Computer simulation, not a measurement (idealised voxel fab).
Title: Process Module voxel wiring stack
Cross-section cut spans 290 nm and uses square cells 5 nm in size.
Throughout this document, each cross-section is represented as a grid of square cells and is presented as a sequence of bands enumerated from the top downward, where a band comprises one or more rows of cells. Basically the band line says how high the top is and how high the bottom is, in nm, and then what's in it from left to right, every material with its width in nm. Empty space shows up as "air", and if a single material carries "full width" it runs the full band edge to edge. Zero point of the height axis is 0; under it, received wafer = one material. Lowest band: continues down indefinitely, "top 0, no bottom". A two-number width, for instance "30 to 40", indicates that the width is equal to the first number in the top row of the band and to the second number in the bottom row, and that it changes by a constant amount per row of cells. The designation "no alteration", where it is given for a processing step, indicates that no cell of the cross-section was altered in the course of that step. "Enclosed void inventory" contains a list of empty spaces, each no smaller than 8 cells and without an open way to the top, written in the form width x height at distance with the distance from the left edge and all three in nm. Heads up: the bit after the settings on a step's line is the simulator's remark on that step. overlay nm: for a step with a mask, the amount by which the mask lay right of where it was planned; a negative amount means left of it.

Process steps (planned):
1) op RECEIVE | material Si
2) op CONFORMAL_DEP | material SiO2 | thk nm 15
3) op DIRECTIONAL_DEP | material TiN | thk nm 5
4) op DIRECTIONAL_DEP | material Ru | thk nm 25
5) op PATTERN | tone cover | mask id METAL_1 | material resist | width nm 30 | pitch nm 50 | thk nm 20 | overlay nm 0
6) op DIRECTIONAL_ETCH | etch materials Ru | depth nm 25
7) op DIRECTIONAL_ETCH | etch materials TiN | depth nm 5
8) op STRIP | etch materials resist
9) op FILL_DEP | material lowk | thk nm 10
10) op CMP | height nm 45
11) op CONFORMAL_DEP | material SiCN | thk nm 5
12) op DIRECTIONAL_DEP | material lowk | thk nm 20
13) op MASKED_ETCH | tone open | mask id PLUG_1 | width nm 15 | pitch nm 50 | etch materials lowk | depth nm 20 | overlay nm 0
14) op MASKED_ETCH | tone open | mask id PLUG_1 | width nm 15 | pitch nm 50 | etch materials SiCN | depth nm 5 | overlay nm 0
15) op CONFORMAL_DEP | material TiN | thk nm 5
16) op FILL_DEP | material Cu | thk nm 5
17) op CMP | height nm 70
18) op DIRECTIONAL_DEP | material TiN | thk nm 5
19) op DIRECTIONAL_DEP | material Ru | thk nm 15
20) op DIRECTIONAL_DEP | material aC | thk nm 15
21) op PATTERN | tone cover | mask id METAL_2 | material resist | width nm 30 | pitch nm 50 | thk nm 30 | overlay nm 0
22) op DIRECTIONAL_ETCH | etch materials aC | depth nm 15
23) op STRIP | etch materials resist
24) op DIRECTIONAL_ETCH | etch materials Ru | depth nm 15
25) op DIRECTIONAL_ETCH | etch materials TiN | depth nm 5
26) op STRIP | etch materials aC
27) op CONFORMAL_DEP | material SiCN | thk nm 5
28) op FILL_DEP | material lowk | thk nm 10
29) op CMP | height nm 90
30) op CONFORMAL_DEP | material SiN | thk nm 5
Wafers differ in thk nm at step 27; plan lists the first wafer's value; identical starting state.

Cut through the first of several wafers as received, post step 1:
	top 0, no bottom  Si full width
	Enclosed void inventory: none

Here is how to read the rows: every wafer has a row, and it shows the wafer at the end of the module, giving for each material how many cells were gained (+) or lost (-) since the wafer was received, then listing its closed voids:
thk nm 5 | +8 Cu | +96 Ru | +110 SiCN | +58 SiN | +174 SiO2 | +46 TiN | +610 lowk | Enclosed void inventory: none
thk nm 10 | +8 Cu | +96 Ru | +160 SiCN | +58 SiN | +174 SiO2 | +46 TiN | +560 lowk | Enclosed void inventory: none
thk nm 15 | +8 Cu | +96 Ru | +200 SiCN | +58 SiN | +174 SiO2 | +46 TiN | +520 lowk | Enclosed void inventory: none
thk nm 20 | +8 Cu | +96 Ru | +236 SiCN | +58 SiN | +174 SiO2 | +46 TiN | +484 lowk | Enclosed void inventory: none
